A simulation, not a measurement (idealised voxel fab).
The process module presented herein is designated voxel released beams.
Cross-section cut spans 220 nm and uses square cells 5 nm in size.
Square cells in a grid make up a cross-section in this document, and the grid is given as bands, listed from the top down, each one or more rows of cells. Heights first: top, then bottom, in nm. Then materials, left to right, each with a width in nm. "edge to edge" on a single material: fills the band edge to edge. "empty": empty space. Heights from 0 (as-received wafer is one material below). Bottom band endless downward, as "0 -> down". So if you see something like "30 to 40" for the width, read it as the top row of the band sitting at the first number and the bottom row at the second, with every row in between moving by the same amount as the last. The cross-section has no changed cell in any step marked "nothing changed". Reported under the label "Unvented voids" are the empty spaces having no open way to the top and comprising 8 cells or more; the notation for each is width x height at distance, in which the distance is measured from the left edge and all three values are in nm. Anything after a step's settings on that line? It's the simulator's own note about the step. overlay nm: step with mask; distance mask lay right of planned place; negative value = left of planned place.

Intended process steps
- 1: RECEIVE [material Si]
- 2: CONFORMAL_DEP [material SiN] [thk nm 5]
- 3: DIRECTIONAL_DEP [material SiO2] [thk nm 10]
- 4: MASKED_ETCH [tone open] [mask id ANCHOR] [width nm 25] [etch materials SiO2] [depth nm 10] [overlay nm 0]
- 5: CONFORMAL_DEP [material polySi] [thk nm 10]
- 6: MASKED_ETCH [tone cover] [mask id BEAM] [width nm 95] [etch materials polySi] [depth nm 10] [overlay nm 0]
- 7: STRIP [etch materials SiO2]

The first of two wafers, run as planned

The cross-section here shows the wafer as received, i.e. in its state after step 1
0 -> down = Si edge to edge
Unvented voids: none

Cross-sectional representation of the wafer at the conclusion of step 2
5 -> 0 = SiN edge to edge
All layers under 0 are left as they were.

Cross-sectional representation of the wafer at the conclusion of step 3
15 -> 5 = SiO2 edge to edge
All layers under 5 are left as they were.

Cross-sectional representation of the wafer at the conclusion of step 4
15 -> 5 = 65 nm SiO2, then 25 nm empty, then 130 nm SiO2
All layers under 5 are left as they were.

Cross-sectional representation of the wafer at the conclusion of step 5
25 -> 15 = 75 nm polySi, then 5 nm empty, then 140 nm polySi
15 -> 5 = 65 nm SiO2, then 25 nm polySi, then 130 nm SiO2
All layers under 5 are left as they were.

Cross-sectional representation of the wafer at the conclusion of step 6
25 -> 15 = 60 nm empty, then 15 nm polySi, then 5 nm empty, then 75 nm polySi, then 65 nm empty
All layers under 15 are left as they were.

Cross-sectional representation of the wafer at the conclusion of step 7
25 -> 15 = 60 nm empty, then 15 nm polySi, then 5 nm empty, then 75 nm polySi, then 65 nm empty
15 -> 5 = 65 nm empty, then 25 nm polySi, then 130 nm empty
All layers under 5 are left as they were.

The second wafer was prepared from the same starting point and under the same plan as the first; its processing contained one mistake, and it remains indistinguishable from the first wafer up to and including step 5

Second wafer profile in section, at the moment step 6 of the plan was meant to be complete
25 -> 15 = 60 nm empty, then 15 nm polySi, then 5 nm empty, then 75 nm polySi, then 65 nm empty
All layers under 15 are left as they were.

Second wafer profile in section, at the moment step 7 of the plan was meant to be complete
25 -> 15 = 60 nm empty, then 15 nm polySi, then 5 nm empty, then 75 nm polySi, then 65 nm empty
15 -> 5 = 65 nm empty, then 25 nm polySi, then 130 nm empty
All layers under 5 are left as they were.
Heads up, the wafer didn't run the way we planned it: plan step 6 was twice executed
At process end the two wafers are indistinguishable in cross-section, so the error does not change what this model computes.
